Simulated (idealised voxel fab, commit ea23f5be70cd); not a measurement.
process module | voxel plated lines
cross-section cut | 230 nm wide | cells 5 nm
A cross-section is a grid of square cells, given in bands from the top down. A band is one or more rows of cells.
Each band's line starts with the height of the band's top and of its bottom, in nm. Then come its materials from left to right, each with its width in nm. One material with "throughout" fills the band from edge to edge. "air" is empty space.
Height 0 is the level under which the wafer as received is all one material. The lowest band goes on downwards, as in "0 down".
A width such as "30 to 40" changes by the same amount from each row of cells to the next, from the band's top row to its bottom row.
"no change" after a step means that no cell of the cross-section changed.
closed voids: empty space of 8 cells or more with no open way to the top, each as width x height at its distance from the left edge, in nm
after a step's settings: what the simulator itself notes on the step
overlay nm, on a step with a mask: how far to the right of its planned place the mask lay; to the left if negative
plan
1 op RECEIVE | material Si
2 op CONFORMAL_DEP | material Al2O3 | thk nm 5
3 op DIRECTIONAL_DEP | material TiN | thk nm 5
4 op PATTERN | tone open | mask id LINES | material resist | width nm 20 | pitch nm 50 | thk nm 25 | overlay nm 0
5 op EPI | material Ru | thk nm 5
6 op EPI | material Ru | thk nm 10
7 op STRIP | etch materials resist
8 op DIRECTIONAL_ETCH | etch materials TiN | depth nm 5
9 op CONFORMAL_DEP | material SiN | thk nm 5
as received, after step 1
  0 down: Si throughout
  closed voids: none
a wafer at the end: this start, this plan, one mistake
  30 to 25: SiN 60 | air 10 | SiN 40 | air 10 | SiN 40 | air 10 | SiN 60
  25 to 10: Ru 55 | SiN 5 | air 10 | SiN 5 | Ru 30 | SiN 5 | air 10 | SiN 5 | Ru 30 | SiN 5 | air 10 | SiN 5 | Ru 55
  10 to 5: TiN 55 | SiN 20 | TiN 30 | SiN 20 | TiN 30 | SiN 20 | TiN 55
  5 to 0: Al2O3 throughout
  0 down: Si throughout
  closed voids: none
what went wrong: step 4 ran as: op PATTERN | tone cover | mask id LINES | material resist | width nm 20 | pitch nm 50 | thk nm 25 | overlay nm 0
